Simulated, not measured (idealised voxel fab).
process module | voxel capacitor over wiring
cross-section cut | 165 nm wide | cells 5 nm
A cross-section is a grid of square cells, given in bands from the top down. A band is one or more rows of cells.
Each band's line starts with the height of the band's top and of its bottom, in nm. Then come its materials from left to right, each with its width in nm. One material with "throughout" fills the band from edge to edge. "air" is empty space.
Height 0 is the level under which the wafer as received is all one material. The lowest band goes on downwards, as in "0 down".
A width such as "30 to 40" changes by the same amount from each row of cells to the next, from the band's top row to its bottom row.
"no change" after a step means that no cell of the cross-section changed.
closed voids: empty space of 8 cells or more with no open way to the top, each as width x height at its distance from the left edge, in nm
after a step's settings: what the simulator itself notes on the step
overlay nm, on a step with a mask: how far to the right of its planned place the mask lay; to the left if negative
plan
1 op RECEIVE | material Si
2 op CONFORMAL_DEP | material SiO2 | thk nm 10
3 op DIRECTIONAL_DEP | material TiN | thk nm 5
4 op DIRECTIONAL_DEP | material W | thk nm 15
5 op MASKED_ETCH | tone cover | mask id METAL_1 | width nm 30 | pitch nm 95 | etch materials W | depth nm 15 | overlay nm 0
6 op MASKED_ETCH | tone cover | mask id METAL_1 | width nm 30 | pitch nm 95 | etch materials TiN | depth nm 5 | overlay nm 0
7 op FILL_DEP | material lowk | thk nm 10
8 op CMP | height nm 30
9 op CONFORMAL_DEP | material SiCN | thk nm 5
10 op DIRECTIONAL_DEP | material SiO2 | thk nm 20
11 op PATTERN | tone open | mask id PLUG_1 | material resist | width nm 15 | thk nm 15 | overlay nm 0
12 op DIRECTIONAL_ETCH | etch materials SiO2 | depth nm 20
13 op DIRECTIONAL_ETCH | etch materials SiCN | depth nm 5
14 op STRIP | etch materials resist
15 op CONFORMAL_DEP | material TiN | thk nm 5
16 op FILL_DEP | material W | thk nm 5
17 op CMP | height nm 55
18 op DIRECTIONAL_DEP | material TiN | thk nm 10
19 op DIRECTIONAL_DEP | material SiN | thk nm 5
20 op DIRECTIONAL_DEP | material TiN | thk nm 5
21 op DIRECTIONAL_DEP | material aC | thk nm 10
22 op PATTERN | tone cover | mask id UPPER_PLATE | material resist | width nm 70 | thk nm 30 | overlay nm 0
23 op DIRECTIONAL_ETCH | etch materials aC | depth nm 10
24 op STRIP | etch materials resist
25 op DIRECTIONAL_ETCH | etch materials TiN | depth nm 5
26 op DIRECTIONAL_ETCH | etch materials SiN | depth nm 5
27 op STRIP | etch materials aC
28 op PATTERN | tone cover | mask id LOWER_PLATE | material resist | width nm 80 | thk nm 15 | overlay nm 0
29 op DIRECTIONAL_ETCH | etch materials TiN | depth nm 10
30 op STRIP | etch materials resist
31 op FILL_DEP | material SiO2 | thk nm 20
32 op CMP | height nm 90
33 op MASKED_ETCH | tone open | mask id PLUG_2 | width nm 15 | etch materials SiO2 | depth nm 15 | overlay nm 0
34 op CONFORMAL_DEP | material TiN | thk nm 5
35 op FILL_DEP | material Ru | thk nm 5
36 op CMP | height nm 90
37 op CONFORMAL_DEP | material SiN | thk nm 5
as received, after step 1
  0 down: Si throughout
  closed voids: none
a wafer at the end: this start, this plan, one mistake
  95 to 90: SiN throughout
  90 to 80: SiO2 45 | TiN 5 | Ru 5 | TiN 5 | SiO2 105
  80 to 70: SiO2 45 to 35 | TiN 15 to 70 | SiO2 105 to 60
  70 to 65: SiO2 35 | SiN 70 | SiO2 60
  65 to 55: SiO2 30 | TiN 80 | SiO2 55
  55 to 35: SiO2 35 | TiN 5 | W 5 | TiN 5 | SiO2 115
  35 to 30: SiCN 35 | TiN 15 | SiCN 115
  30 to 15: lowk 20 | W 30 | lowk 65 | W 30 | lowk 20
  15 to 5: SiO2 throughout
  5 to 0: TiN throughout
  0 down: Si throughout
  closed voids: none
what went wrong: steps 2 and 3 were swapped
